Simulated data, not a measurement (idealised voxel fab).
Module name: voxel self aligned vias (process module)
Shown is cross-section cut, with a width of 280 nm and square cells of size 5 nm.
Format of a cross-section: grid, square cells. Given as bands. Order: top down. Band: one or more rows of cells.
Within each band entry, the heights of the top and of the bottom of the band appear first, in that order and in nm; the materials of the band then follow from left to right, each with its corresponding width in nm. The designation "everywhere" on a single material indicates that it fills the band from edge to edge; the designation "empty" indicates empty space.
For the purposes of this specification, 0 denotes the height below which the wafer in its as-received condition is composed wholly of one material, and the lowermost band, lacking a lower limit, extends downward without end, as expressed in "0..down".
When a width is written as two numbers, as in "30->40", the first number is the width in the top row of cells of the band and the second is the width in its bottom row, and the width changes by the same amount from each row to the next.
For the purposes of this document, the phrase "no change" attached to a step denotes that no cell within the cross-section was modified by that step.
Entry "Fully sealed cavities". Content: empty spaces with no open connection to the top, size 8 cells or greater. Each: width x height at distance. Distance: from left edge. Unit: nm.
Post-settings text on a step line: simulator's own remark regarding the step.
For masked steps, "overlay nm" on the step line gives how far right of plan the mask actually lay; a minus sign means it lay to the left.
These are the steps we planned for the process:
- 1: RECEIVE (material Si)
- 2: CONFORMAL_DEP (material SiO2; thk nm 15)
- 3: CONFORMAL_DEP (material SiCN; thk nm 5)
- 4: DIRECTIONAL_DEP (material SiO2; thk nm 25)
- 5: DIRECTIONAL_DEP (material aC; thk nm 10)
- 6: PATTERN (tone open; mask id LINES; material resist; width nm 30; pitch nm 60; thk nm 25; overlay nm 0)
- 7: DIRECTIONAL_ETCH (etch materials aC; depth nm 10)
- 8: STRIP (etch materials resist)
- 9: DIRECTIONAL_ETCH (etch materials SiO2; depth nm 25)
- 10: STRIP (etch materials aC)
- 11: CONFORMAL_DEP (material TiN; thk nm 5)
- 12: FILL_DEP (material Ru; thk nm 10)
- 13: CMP (height nm 45)
- 14: SELECTIVE_ETCH (etch materials W Ru TiN; depth nm 5)
- 15: FILL_DEP (material SiN; thk nm 10)
- 16: CMP (height nm 45)
- 17: DIRECTIONAL_DEP (material SiO2; thk nm 20)
- 18: DIRECTIONAL_DEP (material aC; thk nm 15)
- 19: PATTERN (tone open; mask id VIAS; material resist; width nm 40; pitch nm 120; thk nm 35; overlay nm 0)
- 20: DIRECTIONAL_ETCH (etch materials aC; depth nm 15)
- 21: STRIP (etch materials resist)
- 22: DIRECTIONAL_ETCH (etch materials SiO2; depth nm 20)
- 23: DIRECTIONAL_ETCH (etch materials SiN; depth nm 5)
- 24: STRIP (etch materials aC)
- 25: CONFORMAL_DEP (material TiN; thk nm 5)
- 26: FILL_DEP (material Ru; thk nm 5)
- 27: CMP (height nm 65)
- 28: CONFORMAL_DEP (material SiCN; thk nm 5)
Wafer at receipt (post step 1), cross-section:
  0..down: Si everywhere
  Fully sealed cavities: none
End-of-module cross-section. Starting structure and process plan as above; one mistake made in running it:
  70..65: SiCN everywhere
  65..50: SiO2 60 nm, TiN 5 nm, Ru 30 nm, TiN 5 nm, SiO2 80 nm, TiN 5 nm, Ru 30 nm, TiN 5 nm, SiO2 60 nm
  50..45: SiO2 60 nm, TiN 10 nm, Ru 20 nm, TiN 10 nm, SiO2 80 nm, TiN 10 nm, Ru 20 nm, TiN 10 nm, SiO2 60 nm
  45..40: SiO2 65 nm, TiN 30 nm, SiO2 30 nm, SiN 30 nm, SiO2 30 nm, TiN 30 nm, SiO2 65 nm
  40..25: SiO2 65 nm, TiN 5 nm, Ru 20 nm, TiN 5 nm, SiO2 30 nm, TiN 5 nm, Ru 20 nm, TiN 5 nm, SiO2 30 nm, TiN 5 nm, Ru 20 nm, TiN 5 nm, SiO2 65 nm
  25..20: SiO2 65 nm, TiN 30 nm, SiO2 30 nm, TiN 30 nm, SiO2 30 nm, TiN 30 nm, SiO2 65 nm
  20..5: SiO2 everywhere
  5..0: SiCN everywhere
  0..down: Si everywhere
  Fully sealed cavities: none
Heads up, the wafer didn't run the way we planned it: transposition of steps 2 and 3 relative to the planned sequence
